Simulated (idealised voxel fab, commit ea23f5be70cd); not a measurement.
process module | voxel self aligned vias
cross-section cut | 180 nm wide | cells 5 nm
A cross-section is a grid of square cells, given in bands from the top down. A band is one or more rows of cells.
Each band's line starts with the height of the band's top and of its bottom, in nm. Then come its materials from left to right, each with its width in nm. One material with "throughout" fills the band from edge to edge. "air" is empty space.
Height 0 is the level under which the wafer as received is all one material. The lowest band goes on downwards, as in "0 down".
A width such as "30 to 40" changes by the same amount from each row of cells to the next, from the band's top row to its bottom row.
"no change" after a step means that no cell of the cross-section changed.
closed voids: empty space of 8 cells or more with no open way to the top, each as width x height at its distance from the left edge, in nm
after a step's settings: what the simulator itself notes on the step
overlay nm, on a step with a mask: how far to the right of its planned place the mask lay; to the left if negative
plan
1 op RECEIVE | material Si
2 op CONFORMAL_DEP | material SiO2 | thk nm 10
3 op CONFORMAL_DEP | material SiCN | thk nm 5
4 op DIRECTIONAL_DEP | material lowk | thk nm 20
5 op MASKED_ETCH | tone open | mask id LINES | width nm 25 | pitch nm 65 | etch materials lowk | depth nm 20 | overlay nm 0
6 op CONFORMAL_DEP | material TiN | thk nm 5
7 op FILL_DEP | material W | thk nm 5
8 op CMP | height nm 35
9 op SELECTIVE_ETCH | etch materials W Ru TiN | depth nm 10
10 op FILL_DEP | material SiN | thk nm 5
11 op CMP | height nm 35
12 op DIRECTIONAL_DEP | material lowk | thk nm 15
13 op MASKED_ETCH | tone open | mask id VIAS | width nm 35 | etch materials lowk | depth nm 15 | overlay nm 0
14 op MASKED_ETCH | tone open | mask id VIAS | width nm 35 | etch materials SiN | depth nm 10 | overlay nm 0
15 op CONFORMAL_DEP | material TiN | thk nm 5
16 op FILL_DEP | material W | thk nm 5
17 op CMP | height nm 50
18 op CONFORMAL_DEP | material SiN | thk nm 5
as received, after step 1
  0 down: Si throughout
  closed voids: none
a wafer at the end: this start, this plan, one mistake
  55 to 50: SiN throughout
  50 to 35: lowk 40 | TiN 5 | W 25 | TiN 5 | lowk 105
  35 to 30: lowk 40 | TiN 5 | W 25 | TiN 5 | lowk 35 | SiN 25 | lowk 45
  30 to 25: lowk 40 | TiN 35 | lowk 35 | SiN 25 | lowk 45
  25 to 20: lowk 40 | TiN 10 | W 15 | TiN 10 | lowk 35 | TiN 5 | W 15 | TiN 5 | lowk 45
  20 to 15: lowk 45 | TiN 25 | lowk 40 | TiN 25 | lowk 45
  15 to 10: SiCN throughout
  10 to 0: SiO2 throughout
  0 down: Si throughout
  closed voids: none
what went wrong: step 13 was run twice
